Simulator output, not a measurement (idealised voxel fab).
The document below concerns the process module designated voxel air gaps.
The cross-section shown here is cut; it is 190 nm wide and divided into square cells measuring 5 nm on a side.
Notation: cross-section as square-cell grid; stated in bands, top first, going down; one or more cell rows per band. Heights first: top, then bottom, in nm. Then materials, left to right, each with a width in nm. "throughout" on a single material: fills the band edge to edge. "air": empty space. Height reference: 0 = level under which incoming wafer is all one material. Lowest band: no bottom, runs on downward, e.g. "z 0 and below". Width: "30->40" (first number = top row, second number = bottom row, same change from row to row of cells). Key: "all unchanged" - step with no changed cell in the cross-section. Basically, "Enclosed void listing" tells you about the enclosed voids: empty spaces with no open way to the top, 8 cells or bigger, each written width x height at distance, where distance is from the left edge, all in nm. What comes after the settings on a step's line is commentary from the simulator itself on that step. overlay nm: right-of-plan distance of the mask on a masked step; negative values mean left-of-plan.
### These are the steps we planned for the process
- 1: RECEIVE [material Si]
- 2: CONFORMAL_DEP [material SiO2] [thk nm 15]
- 3: CONFORMAL_DEP [material SiCN] [thk nm 5]
- 4: DIRECTIONAL_DEP [material lowk] [thk nm 35]
- 5: DIRECTIONAL_DEP [material aC] [thk nm 15]
- 6: PATTERN [tone open] [mask id LINES] [material resist] [width nm 15] [pitch nm 45] [thk nm 30] [overlay nm 0]
- 7: DIRECTIONAL_ETCH [etch materials aC] [depth nm 15]
- 8: STRIP [etch materials resist]
- 9: DIRECTIONAL_ETCH [etch materials lowk] [depth nm 35]
- 10: STRIP [etch materials aC]
- 11: CONFORMAL_DEP [material TiN] [thk nm 5]
- 12: FILL_DEP [material Cu] [thk nm 10]
- 13: CMP [height nm 55]
- 14: EPI [material Ru] [thk nm 10]
- 15: SELECTIVE_ETCH [etch materials lowk] [depth nm 45]
- 16: CONFORMAL_DEP [material SiCN] [thk nm 5]
### Cross-section of the wafer upon arrival, representing the state reached after step 1
> z 0 and below | Si throughout
> Enclosed void listing: none
### The first of two wafers, cross-sectioned at the end of the module, with the run proceeding as planned
> z 70 to 65 | 25 of air; 135 of SiCN; 30 of air
> z 65 to 55 | 25 of air; 5 of SiCN; 35 of Ru; 10 of SiCN; 35 of Ru; 10 of SiCN; 35 of Ru; 5 of SiCN; 30 of air
> z 55 to 50 | 25 of air; 15 of SiCN; 5 of TiN; 5 of Cu; 5 of TiN; 30 of SiCN; 5 of TiN; 5 of Cu; 5 of TiN; 30 of SiCN; 5 of TiN; 5 of Cu; 5 of TiN; 15 of SiCN; 30 of air
> z 50 to 25 | 35 of air; 5 of SiCN; 5 of TiN; 5 of Cu; 5 of TiN; 5 of SiCN; 20 of air; 5 of SiCN; 5 of TiN; 5 of Cu; 5 of TiN; 5 of SiCN; 20 of air; 5 of SiCN; 5 of TiN; 5 of Cu; 5 of TiN; 5 of SiCN; 40 of air
> z 25 to 20 | 40 of SiCN; 15 of TiN; 30 of SiCN; 15 of TiN; 30 of SiCN; 15 of TiN; 45 of SiCN
> z 20 to 15 | SiCN throughout
> z 15 to 0 | SiO2 throughout
> z 0 and below | Si throughout
> Enclosed void listing: 20 x 25 at 60; 20 x 25 at 105
### Wafer two, end of module, cross-section. Same start, same plan as wafer one. One mistake in the run
> z 70 to 65 | 20 of air; 145 of SiCN; 25 of air
> z 65 to 55 | 20 of air; 5 of SiCN; 135 of Ru; 5 of SiCN; 25 of air
> z 55 to 50 | 20 of air; 15 of SiCN; 5 of TiN; 15 of Cu; 5 of TiN; 20 of lowk; 5 of TiN; 15 of Cu; 5 of TiN; 20 of lowk; 5 of TiN; 15 of Cu; 5 of TiN; 15 of SiCN; 25 of air
> z 50 to 25 | 30 of air; 5 of SiCN; 5 of TiN; 15 of Cu; 5 of TiN; 20 of lowk; 5 of TiN; 15 of Cu; 5 of TiN; 20 of lowk; 5 of TiN; 15 of Cu; 5 of TiN; 5 of SiCN; 35 of air
> z 25 to 20 | 35 of SiCN; 25 of TiN; 20 of lowk; 25 of TiN; 20 of lowk; 25 of TiN; 40 of SiCN
> z 20 to 15 | SiCN throughout
> z 15 to 0 | SiO2 throughout
> z 0 and below | Si throughout
> Enclosed void listing: none
What broke from the plan during processing? step 6 did not use the planned setting and instead ran as PATTERN [tone open] [mask id LINES] [material resist] [width nm 25] [pitch nm 45] [thk nm 30] [overlay nm 0]
Heads up, by the end the second wafer has more or fewer cells of some materials compared to the first: Cu +36 | Ru +12 | SiCN -52 | TiN +6 | lowk +56
Closed void count at end of process - first wafer: 2; second wafer: 0.
